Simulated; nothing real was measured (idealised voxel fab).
Presented below is a process module, voxel transistor to metal.
FYI the section here is cut, 155 nm wide, cells are 5 nm squares.
Each cross-section below is a grid of square cells, stated as bands in top-down order, with one or more rows of cells making up each band. This entry defines a band. It first specifies the height of the band's top and the height of its bottom in nm, and then specifies the band's materials from left to right, stating each material with its width in nm. The word "all across" identifies a single material that fills the band from edge to edge, while the word "blank" identifies empty space. Heights from 0 (as-received wafer is one material below). Bottom band endless downward, as "0 and below". When a width is written as two numbers, as in "30 to 40", the first number is the width in the top row of cells of the band and the second is the width in its bottom row, and the width changes by the same amount from each row to the next. Given "nothing changed" for a step, no cell of the cross-section differs between before and after that step. Closed empty spaces (no open way to the top) of 8 cells or more are what "Enclosed cavities" lists, each as width x height at distance from the left edge, nm for all three. Heads up: the bit after the settings on a step's line is the simulator's remark on that step. For masked steps, "overlay nm" on the step line gives how far right of plan the mask actually lay; a minus sign means it lay to the left. How should the pairs below be read? Each gives the cross-section before one process step and the cross-section after it, the latter drawn only to the lowest band that changed; the step that lies between them, with its settings, appears under the pair. Does a pair pick up where the pair above left off? Only where its entry headed "State before" says so, since pairs can come from different runs of this module on the same starting wafer.

State before:
> 45 down to 35 = SiO2 (25), blank (20), SiO2 (65), blank (20), SiO2 (25)
> 35 down to 25 = SiO2 (25), blank (20), SiO2 (15), SiN (5), SiCN (25), SiN (5), SiO2 (15), blank (20), SiO2 (25)
> 25 down to 0 = SiO2 (25), blank (20), SiO2 (10), SiN (5), polySi (35), SiN (5), SiO2 (10), blank (20), SiO2 (25)
> 0 down to -5 = SiO2 (15), SiN (5), SiO2 (5), blank (20), SiO2 (10), SiN (5), polySi (35), SiN (5), SiO2 (10), blank (20), SiO2 (5), SiN (5), SiO2 (15)
> -5 down to -10 = SiO2 (25), blank (20), SiO2 (5), pSi (5), SiO2 (45), pSi (5), SiO2 (5), blank (20), SiO2 (25)
> -10 down to -15 = SiO2 (20), pSi (35), Si (45), pSi (35), SiO2 (20)
> -15 down to -30 = SiO2 (20), Si (115), SiO2 (20)
> -30 and below = Si all across
> Enclosed cavities: none

Resulting Structure:
> 50 down to 45 = TiN (30), blank (10), TiN (75), blank (10), TiN (30)
> 45 down to 35 = SiO2 (25), TiN (5), blank (10), TiN (5), SiO2 (65), TiN (5), blank (10), TiN (5), SiO2 (25)
> 35 down to 25 = SiO2 (25), TiN (5), blank (10), TiN (5), SiO2 (15), SiN (5), SiCN (25), SiN (5), SiO2 (15), TiN (5), blank (10), TiN (5), SiO2 (25)
> 25 down to 0 = SiO2 (25), TiN (5), blank (10), TiN (5), SiO2 (10), SiN (5), polySi (35), SiN (5), SiO2 (10), TiN (5), blank (10), TiN (5), SiO2 (25)
> 0 down to -5 = SiO2 (15), SiN (5), SiO2 (5), TiN (5), blank (10), TiN (5), SiO2 (10), SiN (5), polySi (35), SiN (5), SiO2 (10), TiN (5), blank (10), TiN (5), SiO2 (5), SiN (5), SiO2 (15)
> -5 down to -10 = SiO2 (25), TiN (20), SiO2 (5), pSi (5), SiO2 (45), pSi (5), SiO2 (5), TiN (20), SiO2 (25)
> Note: structure below -10 unchanged.
> Enclosed cavities: none
For reference, the processing step occurring between the two cross-sections presented above is as follows: CONFORMAL_DEP with material TiN, thk nm 5

State before: after-step cross-section of the pair just above applies.

Resulting Structure:
> 55 down to 50 = W all across
> 50 down to 45 = TiN (30), W (10), TiN (75), W (10), TiN (30)
> 45 down to 35 = SiO2 (25), TiN (5), W (10), TiN (5), SiO2 (65), TiN (5), W (10), TiN (5), SiO2 (25)
> 35 down to 25 = SiO2 (25), TiN (5), W (10), TiN (5), SiO2 (15), SiN (5), SiCN (25), SiN (5), SiO2 (15), TiN (5), W (10), TiN (5), SiO2 (25)
> 25 down to 0 = SiO2 (25), TiN (5), W (10), TiN (5), SiO2 (10), SiN (5), polySi (35), SiN (5), SiO2 (10), TiN (5), W (10), TiN (5), SiO2 (25)
> 0 down to -5 = SiO2 (15), SiN (5), SiO2 (5), TiN (5), W (10), TiN (5), SiO2 (10), SiN (5), polySi (35), SiN (5), SiO2 (10), TiN (5), W (10), TiN (5), SiO2 (5), SiN (5), SiO2 (15)
> Note: structure below -5 unchanged.
> Enclosed cavities: none
For reference, the processing step occurring between the two cross-sections presented above is as follows: FILL_DEP with material W, thk nm 5

State before: after-step cross-section of the pair just above applies.

Resulting Structure:
> 45 down to 35 = SiO2 (25), TiN (5), W (10), TiN (5), SiO2 (65), TiN (5), W (10), TiN (5), SiO2 (25)
> Note: structure below 35 unchanged.
> Enclosed cavities: none
For reference, the processing step occurring between the two cross-sections presented above is as follows: CMP with height nm 45

State before: after-step cross-section of the pair just above applies.

Resulting Structure:
> 50 down to 45 = TiN all across
> Note: structure below 45 unchanged.
> Enclosed cavities: none
For reference, the processing step occurring between the two cross-sections presented above is as follows: DIRECTIONAL_DEP with material TiN, thk nm 5

State before: after-step cross-section of the pair just above applies.

Resulting Structure:
> 75 down to 50 = Ru all across
> Note: structure below 50 unchanged.
> Enclosed cavities: none
For reference, the processing step occurring between the two cross-sections presented above is as follows: DIRECTIONAL_DEP with material Ru, thk nm 25

State before: after-step cross-section of the pair just above applies.

Resulting Structure:
> 90 down to 75 = blank (25), resist (20), blank (65), resist (20), blank (25)
> Note: structure below 75 unchanged.
> Enclosed cavities: none
For reference, the processing step occurring between the two cross-sections presented above is as follows: PATTERN with tone cover, mask id METAL_1, material resist, width nm 20, pitch nm 85, thk nm 15, overlay nm 0

State before: after-step cross-section of the pair just above applies.

Resulting Structure:
> 90 down to 75 = blank (25), resist (20), blank (65), resist (20), blank (25)
> 75 down to 50 = blank (25), Ru (20), blank (65), Ru (20), blank (25)
> Note: structure below 50 unchanged.
> Enclosed cavities: none
For reference, the processing step occurring between the two cross-sections presented above is as follows: DIRECTIONAL_ETCH with etch materials Ru, depth nm 25

State before: after-step cross-section of the pair just above applies.

Resulting Structure:
> 90 down to 75 = blank (25), resist (20), blank (65), resist (20), blank (25)
> 75 down to 50 = blank (25), Ru (20), blank (65), Ru (20), blank (25)
> 50 down to 45 = blank (25), TiN (20), blank (65), TiN (20), blank (25)
> Note: structure below 45 unchanged.
> Enclosed cavities: none
For reference, the processing step occurring between the two cross-sections presented above is as follows: DIRECTIONAL_ETCH with etch materials TiN, depth nm 5

State before: after-step cross-section of the pair just above applies.

Resulting Structure:
> 75 down to 50 = blank (25), Ru (20), blank (65), Ru (20), blank (25)
> Note: structure below 50 unchanged.
> Enclosed cavities: none
For reference, the processing step occurring between the two cross-sections presented above is as follows: STRIP with etch materials resist

State before: after-step cross-section of the pair just above applies.

Resulting Structure:
> 85 down to 75 = lowk all across
> 75 down to 50 = lowk (25), Ru (20), lowk (65), Ru (20), lowk (25)
> 50 down to 45 = lowk (25), TiN (20), lowk (65), TiN (20), lowk (25)
> Note: structure below 45 unchanged.
> Enclosed cavities: none
For reference, the processing step occurring between the two cross-sections presented above is as follows: FILL_DEP with material lowk, thk nm 10

State before: after-step cross-section of the pair just above applies.

Resulting Structure:
> 75 down to 50 = lowk (25), Ru (20), lowk (65), Ru (20), lowk (25)
> Note: structure below 50 unchanged.
> Enclosed cavities: none
For reference, the processing step occurring between the two cross-sections presented above is as follows: CMP with height nm 75

State before: after-step cross-section of the pair just above applies.

Resulting Structure:
> 80 down to 75 = SiCN all across
> Note: structure below 75 unchanged.
> Enclosed cavities: none
For reference, the processing step occurring between the two cross-sections presented above is as follows: CONFORMAL_DEP with material SiCN, thk nm 5

State before: after-step cross-section of the pair just above applies.

Resulting Structure:
> 105 down to 80 = SiO2 all across
> Note: structure below 80 unchanged.
> Enclosed cavities: none
For reference, the processing step occurring between the two cross-sections presented above is as follows: DIRECTIONAL_DEP with material SiO2, thk nm 25

State before: after-step cross-section of the pair just above applies.

Resulting Structure:
> 105 down to 90 = SiO2 (25), blank (20), SiO2 (65), blank (20), SiO2 (25)
> Note: structure below 90 unchanged.
> Enclosed cavities: none
For reference, the processing step occurring between the two cross-sections presented above is as follows: MASKED_ETCH with tone open, mask id METAL_2, width nm 20, pitch nm 85, etch materials SiO2, depth nm 15, overlay nm 0

State before: after-step cross-section of the pair just above applies.

Resulting Structure:
> 120 down to 105 = resist (25), blank (15), resist (70), blank (15), resist (30)
> 105 down to 90 = SiO2 (25), blank (15), resist (5), SiO2 (65), blank (15), resist (5), SiO2 (25)
> Note: structure below 90 unchanged.
> Enclosed cavities: none
For reference, the processing step occurring between the two cross-sections presented above is as follows: PATTERN with tone open, mask id METAL_2_HOLES, material resist, width nm 15, pitch nm 85, thk nm 15, overlay nm 0

State before: after-step cross-section of the pair just above applies.

Resulting Structure:
> 120 down to 105 = resist (25), blank (15), resist (70), blank (15), resist (30)
> 105 down to 90 = SiO2 (25), blank (15), resist (5), SiO2 (65), blank (15), resist (5), SiO2 (25)
> 90 down to 80 = SiO2 (25), blank (15), SiO2 (70), blank (15), SiO2 (30)
> Note: structure below 80 unchanged.
> Enclosed cavities: none
For reference, the processing step occurring between the two cross-sections presented above is as follows: DIRECTIONAL_ETCH with etch materials SiO2, depth nm 10

State before: after-step cross-section of the pair just above applies.

Resulting Structure:
> 120 down to 105 = resist (25), blank (15), resist (70), blank (15), resist (30)
> 105 down to 90 = SiO2 (25), blank (15), resist (5), SiO2 (65), blank (15), resist (5), SiO2 (25)
> 90 down to 80 = SiO2 (25), blank (15), SiO2 (70), blank (15), SiO2 (30)
> 80 down to 75 = SiCN (25), blank (15), SiCN (70), blank (15), SiCN (30)
> Note: structure below 75 unchanged.
> Enclosed cavities: none
For reference, the processing step occurring between the two cross-sections presented above is as follows: DIRECTIONAL_ETCH with etch materials SiCN, depth nm 5

State before: after-step cross-section of the pair just above applies.

Resulting Structure:
> 105 down to 90 = SiO2 (25), blank (20), SiO2 (65), blank (20), SiO2 (25)
> Note: structure below 90 unchanged.
> Enclosed cavities: none
For reference, the processing step occurring between the two cross-sections presented above is as follows: STRIP with etch materials resist

State before: after-step cross-section of the pair just above applies.

Resulting Structure:
> 110 down to 105 = TiN (30), blank (10), TiN (75), blank (10), TiN (30)
> 105 down to 95 = SiO2 (25), TiN (5), blank (10), TiN (5), SiO2 (65), TiN (5), blank (10), TiN (5), SiO2 (25)
> 95 down to 90 = SiO2 (25), TiN (5), blank (5), TiN (10), SiO2 (65), TiN (5), blank (5), TiN (10), SiO2 (25)
> 90 down to 80 = SiO2 (25), TiN (5), blank (5), TiN (5), SiO2 (70), TiN (5), blank (5), TiN (5), SiO2 (30)
> 80 down to 75 = SiCN (25), TiN (15), SiCN (70), TiN (15), SiCN (30)
> Note: structure below 75 unchanged.
> Enclosed cavities: none
For reference, the processing step occurring between the two cross-sections presented above is as follows: CONFORMAL_DEP with material TiN, thk nm 5

State before: after-step cross-section of the pair just above applies.

Resulting Structure:
> 115 down to 110 = Cu all across
> 110 down to 105 = TiN (30), Cu (10), TiN (75), Cu (10), TiN (30)
> 105 down to 95 = SiO2 (25), TiN (5), Cu (10), TiN (5), SiO2 (65), TiN (5), Cu (10), TiN (5), SiO2 (25)
> 95 down to 90 = SiO2 (25), TiN (5), Cu (5), TiN (10), SiO2 (65), TiN (5), Cu (5), TiN (10), SiO2 (25)
> 90 down to 80 = SiO2 (25), TiN (5), Cu (5), TiN (5), SiO2 (70), TiN (5), Cu (5), TiN (5), SiO2 (30)
> Note: structure below 80 unchanged.
> Enclosed cavities: none
For reference, the processing step occurring between the two cross-sections presented above is as follows: FILL_DEP with material Cu, thk nm 5

State before: after-step cross-section of the pair just above applies.

Resulting Structure:
> 105 down to 95 = SiO2 (25), TiN (5), Cu (10), TiN (5), SiO2 (65), TiN (5), Cu (10), TiN (5), SiO2 (25)
> Note: structure below 95 unchanged.
> Enclosed cavities: none
For reference, the processing step occurring between the two cross-sections presented above is as follows: CMP with height nm 105

State before: after-step cross-section of the pair just above applies.

Resulting Structure:
> 110 down to 105 = SiCN all across
> Note: structure below 105 unchanged.
> Enclosed cavities: none
For reference, the processing step occurring between the two cross-sections presented above is as follows: CONFORMAL_DEP with material SiCN, thk nm 5

State before:
> 75 down to 50 = Ru all across
> 50 down to 45 = TiN all across
> 45 down to 35 = SiO2 (25), TiN (5), W (10), TiN (5), SiO2 (65), TiN (5), W (10), TiN (5), SiO2 (25)
> 35 down to 25 = SiO2 (25), TiN (5), W (10), TiN (5), SiO2 (15), SiN (5), SiCN (25), SiN (5), SiO2 (15), TiN (5), W (10), TiN (5), SiO2 (25)
> 25 down to 0 = SiO2 (25), TiN (5), W (10), TiN (5), SiO2 (15), SiN (5), polySi (25), SiN (5), SiO2 (15), TiN (5), W (10), TiN (5), SiO2 (25)
> 0 down to -5 = SiO2 (15), SiN (5), SiO2 (5), TiN (5), W (10), TiN (5), SiO2 (15), SiN (5), polySi (25), SiN (5), SiO2 (15), TiN (5), W (10), TiN (5), SiO2 (5), SiN (5), SiO2 (15)
> -5 down to -10 = SiO2 (25), TiN (20), SiO2 (10), pSi (5), SiO2 (35), pSi (5), SiO2 (10), TiN (20), SiO2 (25)
> -10 down to -15 = SiO2 (20), pSi (40), Si (35), pSi (40), SiO2 (20)
> -15 down to -30 = SiO2 (20), Si (115), SiO2 (20)
> -30 and below = Si all across
> Enclosed cavities: none

Resulting Structure:
> 90 down to 75 = blank (20), resist (20), blank (65), resist (20), blank (30)
> Note: structure below 75 unchanged.
> Enclosed cavities: none
For reference, the processing step occurring between the two cross-sections presented above is as follows: PATTERN with tone cover, mask id METAL_1, material resist, width nm 20, pitch nm 85, thk nm 15, overlay nm -5

State before: after-step cross-section of the pair just above applies.

Resulting Structure:
> 90 down to 75 = blank (20), resist (20), blank (65), resist (20), blank (30)
> 75 down to 50 = blank (20), Ru (20), blank (65), Ru (20), blank (30)
> Note: structure below 50 unchanged.
> Enclosed cavities: none
For reference, the processing step occurring between the two cross-sections presented above is as follows: DIRECTIONAL_ETCH with etch materials Ru, depth nm 25

State before: after-step cross-section of the pair just above applies.

Resulting Structure:
> 90 down to 75 = blank (20), resist (20), blank (65), resist (20), blank (30)
> 75 down to 50 = blank (20), Ru (20), blank (65), Ru (20), blank (30)
> 50 down to 45 = blank (20), TiN (20), blank (65), TiN (20), blank (30)
> Note: structure below 45 unchanged.
> Enclosed cavities: none
For reference, the processing step occurring between the two cross-sections presented above is as follows: DIRECTIONAL_ETCH with etch materials TiN, depth nm 5

State before: after-step cross-section of the pair just above applies.

Resulting Structure:
> 75 down to 50 = blank (20), Ru (20), blank (65), Ru (20), blank (30)
> Note: structure below 50 unchanged.
> Enclosed cavities: none
For reference, the processing step occurring between the two cross-sections presented above is as follows: STRIP with etch materials resist

State before: after-step cross-section of the pair just above applies.

Resulting Structure:
> 85 down to 75 = lowk all across
> 75 down to 50 = lowk (20), Ru (20), lowk (65), Ru (20), lowk (30)
> 50 down to 45 = lowk (20), TiN (20), lowk (65), TiN (20), lowk (30)
> Note: structure below 45 unchanged.
> Enclosed cavities: none
For reference, the processing step occurring between the two cross-sections presented above is as follows: FILL_DEP with material lowk, thk nm 10

State before: after-step cross-section of the pair just above applies.

Resulting Structure:
> 75 down to 50 = lowk (20), Ru (20), lowk (65), Ru (20), lowk (30)
> Note: structure below 50 unchanged.
> Enclosed cavities: none
For reference, the processing step occurring between the two cross-sections presented above is as follows: CMP with height nm 75

State before: after-step cross-section of the pair just above applies.

Resulting Structure:
> 80 down to 75 = SiCN all across
> Note: structure below 75 unchanged.
> Enclosed cavities: none
For reference, the processing step occurring between the two cross-sections presented above is as follows: CONFORMAL_DEP with material SiCN, thk nm 5

State before: after-step cross-section of the pair just above applies.

Resulting Structure:
> 105 down to 80 = SiO2 all across
> Note: structure below 80 unchanged.
> Enclosed cavities: none
For reference, the processing step occurring between the two cross-sections presented above is as follows: DIRECTIONAL_DEP with material SiO2, thk nm 25

State before: after-step cross-section of the pair just above applies.

Resulting Structure:
> 105 down to 90 = SiO2 (25), blank (20), SiO2 (65), blank (20), SiO2 (25)
> Note: structure below 90 unchanged.
> Enclosed cavities: none
For reference, the processing step occurring between the two cross-sections presented above is as follows: MASKED_ETCH with tone open, mask id METAL_2, width nm 20, pitch nm 85, etch materials SiO2, depth nm 15, overlay nm 0

State before: after-step cross-section of the pair just above applies.

Resulting Structure:
> 120 down to 105 = resist (25), blank (15), resist (70), blank (15), resist (30)
> 105 down to 90 = SiO2 (25), blank (15), resist (5), SiO2 (65), blank (15), resist (5), SiO2 (25)
> Note: structure below 90 unchanged.
> Enclosed cavities: none
For reference, the processing step occurring between the two cross-sections presented above is as follows: PATTERN with tone open, mask id METAL_2_HOLES, material resist, width nm 15, pitch nm 85, thk nm 15, overlay nm 0

State before: after-step cross-section of the pair just above applies.

Resulting Structure:
> 120 down to 105 = resist (25), blank (15), resist (70), blank (15), resist (30)
> 105 down to 90 = SiO2 (25), blank (15), resist (5), SiO2 (65), blank (15), resist (5), SiO2 (25)
> 90 down to 80 = SiO2 (25), blank (15), SiO2 (70), blank (15), SiO2 (30)
> Note: structure below 80 unchanged.
> Enclosed cavities: none
For reference, the processing step occurring between the two cross-sections presented above is as follows: DIRECTIONAL_ETCH with etch materials SiO2, depth nm 10

State before: after-step cross-section of the pair just above applies.

Resulting Structure:
> 120 down to 105 = resist (25), blank (15), resist (70), blank (15), resist (30)
> 105 down to 90 = SiO2 (25), blank (15), resist (5), SiO2 (65), blank (15), resist (5), SiO2 (25)
> 90 down to 80 = SiO2 (25), blank (15), SiO2 (70), blank (15), SiO2 (30)
> 80 down to 75 = SiCN (25), blank (15), SiCN (70), blank (15), SiCN (30)
> Note: structure below 75 unchanged.
> Enclosed cavities: none
For reference, the processing step occurring between the two cross-sections presented above is as follows: DIRECTIONAL_ETCH with etch materials SiCN, depth nm 5

State before: after-step cross-section of the pair just above applies.

Resulting Structure:
> 105 down to 90 = SiO2 (25), blank (20), SiO2 (65), blank (20), SiO2 (25)
> Note: structure below 90 unchanged.
> Enclosed cavities: none
For reference, the processing step occurring between the two cross-sections presented above is as follows: STRIP with etch materials resist

State before: after-step cross-section of the pair just above applies.

Resulting Structure:
> 110 down to 105 = TiN (30), blank (10), TiN (75), blank (10), TiN (30)
> 105 down to 95 = SiO2 (25), TiN (5), blank (10), TiN (5), SiO2 (65), TiN (5), blank (10), TiN (5), SiO2 (25)
> 95 down to 90 = SiO2 (25), TiN (5), blank (5), TiN (10), SiO2 (65), TiN (5), blank (5), TiN (10), SiO2 (25)
> 90 down to 80 = SiO2 (25), TiN (5), blank (5), TiN (5), SiO2 (70), TiN (5), blank (5), TiN (5), SiO2 (30)
> 80 down to 75 = SiCN (25), TiN (15), SiCN (70), TiN (15), SiCN (30)
> Note: structure below 75 unchanged.
> Enclosed cavities: none
For reference, the processing step occurring between the two cross-sections presented above is as follows: CONFORMAL_DEP with material TiN, thk nm 5

State before: after-step cross-section of the pair just above applies.

Resulting Structure:
> 115 down to 110 = Cu all across
> 110 down to 105 = TiN (30), Cu (10), TiN (75), Cu (10), TiN (30)
> 105 down to 95 = SiO2 (25), TiN (5), Cu (10), TiN (5), SiO2 (65), TiN (5), Cu (10), TiN (5), SiO2 (25)
> 95 down to 90 = SiO2 (25), TiN (5), Cu (5), TiN (10), SiO2 (65), TiN (5), Cu (5), TiN (10), SiO2 (25)
> 90 down to 80 = SiO2 (25), TiN (5), Cu (5), TiN (5), SiO2 (70), TiN (5), Cu (5), TiN (5), SiO2 (30)
> Note: structure below 80 unchanged.
> Enclosed cavities: none
For reference, the processing step occurring between the two cross-sections presented above is as follows: FILL_DEP with material Cu, thk nm 5

State before: after-step cross-section of the pair just above applies.

Resulting Structure:
> 105 down to 95 = SiO2 (25), TiN (5), Cu (10), TiN (5), SiO2 (65), TiN (5), Cu (10), TiN (5), SiO2 (25)
> Note: structure below 95 unchanged.
> Enclosed cavities: none
For reference, the processing step occurring between the two cross-sections presented above is as follows: CMP with height nm 105

State before: after-step cross-section of the pair just above applies.

Resulting Structure:
> 110 down to 105 = SiCN all across
> Note: structure below 105 unchanged.
> Enclosed cavities: none
For reference, the processing step occurring between the two cross-sections presented above is as follows: CONFORMAL_DEP with material SiCN, thk nm 5

State before:
> 45 down to 35 = SiO2 (25), TiN (5), W (10), TiN (5), SiO2 (65), TiN (5), W (10), TiN (5), SiO2 (25)
> 35 down to 25 = SiO2 (25), TiN (5), W (10), TiN (5), SiO2 (15), SiN (5), SiCN (25), SiN (5), SiO2 (15), TiN (5), W (10), TiN (5), SiO2 (25)
> 25 down to 0 = SiO2 (25), TiN (5), W (10), TiN (5), SiO2 (15), SiN (5), polySi (25), SiN (5), SiO2 (15), TiN (5), W (10), TiN (5), SiO2 (25)
> 0 down to -5 = SiO2 (15), SiN (5), SiO2 (5), TiN (5), W (10), TiN (5), SiO2 (15), SiN (5), polySi (25), SiN (5), SiO2 (15), TiN (5), W (10), TiN (5), SiO2 (5), SiN (5), SiO2 (15)
> -5 down to -10 = SiO2 (25), TiN (20), SiO2 (10), pSi (5), SiO2 (35), pSi (5), SiO2 (10), TiN (20), SiO2 (25)
> -10 down to -15 = SiO2 (20), pSi (40), Si (35), pSi (40), SiO2 (20)
> -15 down to -30 = SiO2 (20), Si (115), SiO2 (20)
> -30 and below = Si all across
> Enclosed cavities: none

Resulting Structure:
> 50 down to 45 = SiN all across
> Note: structure below 45 unchanged.
> Enclosed cavities: none
For reference, the processing step occurring between the two cross-sections presented above is as follows: DIRECTIONAL_DEP with material SiN, thk nm 5

State before: after-step cross-section of the pair just above applies.

Resulting Structure:
> 75 down to 50 = Ru all across
> Note: structure below 50 unchanged.
> Enclosed cavities: none
For reference, the processing step occurring between the two cross-sections presented above is as follows: DIRECTIONAL_DEP with material Ru, thk nm 25

State before: after-step cross-section of the pair just above applies.

Resulting Structure:
> 90 down to 75 = blank (25), resist (20), blank (65), resist (20), blank (25)
> Note: structure below 75 unchanged.
> Enclosed cavities: none
For reference, the processing step occurring between the two cross-sections presented above is as follows: PATTERN with tone cover, mask id METAL_1, material resist, width nm 20, pitch nm 85, thk nm 15, overlay nm 0

State before: after-step cross-section of the pair just above applies.

Resulting Structure:
> 90 down to 75 = blank (25), resist (20), blank (65), resist (20), blank (25)
> 75 down to 50 = blank (25), Ru (20), blank (65), Ru (20), blank (25)
> Note: structure below 50 unchanged.
> Enclosed cavities: none
For reference, the processing step occurring between the two cross-sections presented above is as follows: DIRECTIONAL_ETCH with etch materials Ru, depth nm 25

State before: after-step cross-section of the pair just above applies.

Resulting Structure:
> 75 down to 50 = blank (25), Ru (20), blank (65), Ru (20), blank (25)
> Note: structure below 50 unchanged.
> Enclosed cavities: none
For reference, the processing step occurring between the two cross-sections presented above is as follows: STRIP with etch materials resist

State before: after-step cross-section of the pair just above applies.

Resulting Structure:
> 85 down to 75 = lowk all across
> 75 down to 50 = lowk (25), Ru (20), lowk (65), Ru (20), lowk (25)
> Note: structure below 50 unchanged.
> Enclosed cavities: none
For reference, the processing step occurring between the two cross-sections presented above is as follows: FILL_DEP with material lowk, thk nm 10

State before: after-step cross-section of the pair just above applies.

Resulting Structure:
> 75 down to 50 = lowk (25), Ru (20), lowk (65), Ru (20), lowk (25)
> Note: structure below 50 unchanged.
> Enclosed cavities: none
For reference, the processing step occurring between the two cross-sections presented above is as follows: CMP with height nm 75

State before: after-step cross-section of the pair just above applies.

Resulting Structure:
> 80 down to 75 = SiCN all across
> Note: structure below 75 unchanged.
> Enclosed cavities: none
For reference, the processing step occurring between the two cross-sections presented above is as follows: CONFORMAL_DEP with material SiCN, thk nm 5

State before: after-step cross-section of the pair just above applies.

Resulting Structure:
> 105 down to 80 = SiO2 all across
> Note: structure below 80 unchanged.
> Enclosed cavities: none
For reference, the processing step occurring between the two cross-sections presented above is as follows: DIRECTIONAL_DEP with material SiO2, thk nm 25

State before: after-step cross-section of the pair just above applies.

Resulting Structure:
> 105 down to 90 = SiO2 (25), blank (20), SiO2 (65), blank (20), SiO2 (25)
> Note: structure below 90 unchanged.
> Enclosed cavities: none
For reference, the processing step occurring between the two cross-sections presented above is as follows: MASKED_ETCH with tone open, mask id METAL_2, width nm 20, pitch nm 85, etch materials SiO2, depth nm 15, overlay nm 0

State before: after-step cross-section of the pair just above applies.

Resulting Structure:
> 120 down to 105 = resist (25), blank (15), resist (70), blank (15), resist (30)
> 105 down to 90 = SiO2 (25), blank (15), resist (5), SiO2 (65), blank (15), resist (5), SiO2 (25)
> Note: structure below 90 unchanged.
> Enclosed cavities: none
For reference, the processing step occurring between the two cross-sections presented above is as follows: PATTERN with tone open, mask id METAL_2_HOLES, material resist, width nm 15, pitch nm 85, thk nm 15, overlay nm 0

State before: after-step cross-section of the pair just above applies.

Resulting Structure:
> 120 down to 105 = resist (25), blank (15), resist (70), blank (15), resist (30)
> 105 down to 90 = SiO2 (25), blank (15), resist (5), SiO2 (65), blank (15), resist (5), SiO2 (25)
> 90 down to 80 = SiO2 (25), blank (15), SiO2 (70), blank (15), SiO2 (30)
> Note: structure below 80 unchanged.
> Enclosed cavities: none
For reference, the processing step occurring between the two cross-sections presented above is as follows: DIRECTIONAL_ETCH with etch materials SiO2, depth nm 10

State before: after-step cross-section of the pair just above applies.

Resulting Structure:
> 120 down to 105 = resist (25), blank (15), resist (70), blank (15), resist (30)
> 105 down to 90 = SiO2 (25), blank (15), resist (5), SiO2 (65), blank (15), resist (5), SiO2 (25)
> 90 down to 80 = SiO2 (25), blank (15), SiO2 (70), blank (15), SiO2 (30)
> 80 down to 75 = SiCN (25), blank (15), SiCN (70), blank (15), SiCN (30)
> Note: structure below 75 unchanged.
> Enclosed cavities: none
For reference, the processing step occurring between the two cross-sections presented above is as follows: DIRECTIONAL_ETCH with etch materials SiCN, depth nm 5

State before: after-step cross-section of the pair just above applies.

Resulting Structure:
> 105 down to 90 = SiO2 (25), blank (20), SiO2 (65), blank (20), SiO2 (25)
> Note: structure below 90 unchanged.
> Enclosed cavities: none
For reference, the processing step occurring between the two cross-sections presented above is as follows: STRIP with etch materials resist

State before: after-step cross-section of the pair just above applies.

Resulting Structure:
> 110 down to 105 = TiN (30), blank (10), TiN (75), blank (10), TiN (30)
> 105 down to 95 = SiO2 (25), TiN (5), blank (10), TiN (5), SiO2 (65), TiN (5), blank (10), TiN (5), SiO2 (25)
> 95 down to 90 = SiO2 (25), TiN (5), blank (5), TiN (10), SiO2 (65), TiN (5), blank (5), TiN (10), SiO2 (25)
> 90 down to 80 = SiO2 (25), TiN (5), blank (5), TiN (5), SiO2 (70), TiN (5), blank (5), TiN (5), SiO2 (30)
> 80 down to 75 = SiCN (25), TiN (15), SiCN (70), TiN (15), SiCN (30)
> Note: structure below 75 unchanged.
> Enclosed cavities: none
For reference, the processing step occurring between the two cross-sections presented above is as follows: CONFORMAL_DEP with material TiN, thk nm 5

State before: after-step cross-section of the pair just above applies.

Resulting Structure:
> 115 down to 110 = Cu all across
> 110 down to 105 = TiN (30), Cu (10), TiN (75), Cu (10), TiN (30)
> 105 down to 95 = SiO2 (25), TiN (5), Cu (10), TiN (5), SiO2 (65), TiN (5), Cu (10), TiN (5), SiO2 (25)
> 95 down to 90 = SiO2 (25), TiN (5), Cu (5), TiN (10), SiO2 (65), TiN (5), Cu (5), TiN (10), SiO2 (25)
> 90 down to 80 = SiO2 (25), TiN (5), Cu (5), TiN (5), SiO2 (70), TiN (5), Cu (5), TiN (5), SiO2 (30)
> Note: structure below 80 unchanged.
> Enclosed cavities: none
For reference, the processing step occurring between the two cross-sections presented above is as follows: FILL_DEP with material Cu, thk nm 5

State before: after-step cross-section of the pair just above applies.

Resulting Structure:
> 105 down to 95 = SiO2 (25), TiN (5), Cu (10), TiN (5), SiO2 (65), TiN (5), Cu (10), TiN (5), SiO2 (25)
> Note: structure below 95 unchanged.
> Enclosed cavities: none
For reference, the processing step occurring between the two cross-sections presented above is as follows: CMP with height nm 105

State before: after-step cross-section of the pair just above applies.

Resulting Structure:
> 110 down to 105 = SiCN all across
> Note: structure below 105 unchanged.
> Enclosed cavities: none
For reference, the processing step occurring between the two cross-sections presented above is as follows: CONFORMAL_DEP with material SiCN, thk nm 5

State before:
> 105 down to 80 = SiO2 all across
> 80 down to 75 = SiCN all across
> 75 down to 50 = lowk (25), Ru (20), lowk (65), Ru (20), lowk (25)
> 50 down to 45 = lowk (25), TiN (20), lowk (65), TiN (20), lowk (25)
> 45 down to 35 = SiO2 (25), TiN (5), W (10), TiN (5), SiO2 (65), TiN (5), W (10), TiN (5), SiO2 (25)
> 35 down to 25 = SiO2 (25), TiN (5), W (10), TiN (5), SiO2 (15), SiN (5), SiCN (25), SiN (5), SiO2 (15), TiN (5), W (10), TiN (5), SiO2 (25)
> 25 down to 0 = SiO2 (25), TiN (5), W (10), TiN (5), SiO2 (15), SiN (5), polySi (25), SiN (5), SiO2 (15), TiN (5), W (10), TiN (5), SiO2 (25)
> 0 down to -5 = SiO2 (15), SiN (5), SiO2 (5), TiN (5), W (10), TiN (5), SiO2 (15), SiN (5), polySi (25), SiN (5), SiO2 (15), TiN (5), W (10), TiN (5), SiO2 (5), SiN (5), SiO2 (15)
> -5 down to -10 = SiO2 (25), TiN (20), SiO2 (10), pSi (5), SiO2 (35), pSi (5), SiO2 (10), TiN (20), SiO2 (25)
> -10 down to -15 = SiO2 (20), pSi (40), Si (35), pSi (40), SiO2 (20)
> -15 down to -30 = SiO2 (20), Si (115), SiO2 (20)
> -30 and below = Si all across
> Enclosed cavities: none

Resulting Structure:
> 105 down to 90 = blank (25), SiO2 (20), blank (65), SiO2 (20), blank (25)
> Note: structure below 90 unchanged.
> Enclosed cavities: none
For reference, the processing step occurring between the two cross-sections presented above is as follows: MASKED_ETCH with tone cover, mask id METAL_2, width nm 20, pitch nm 85, etch materials SiO2, depth nm 15, overlay nm 0

State before: after-step cross-section of the pair just above applies.

Resulting Structure:
> 120 down to 105 = resist (25), blank (15), resist (70), blank (15), resist (30)
> 105 down to 90 = resist (25), SiO2 (20), resist (65), SiO2 (20), resist (25)
> Note: structure below 90 unchanged.
> Enclosed cavities: none
For reference, the processing step occurring between the two cross-sections presented above is as follows: PATTERN with tone open, mask id METAL_2_HOLES, material resist, width nm 15, pitch nm 85, thk nm 15, overlay nm 0
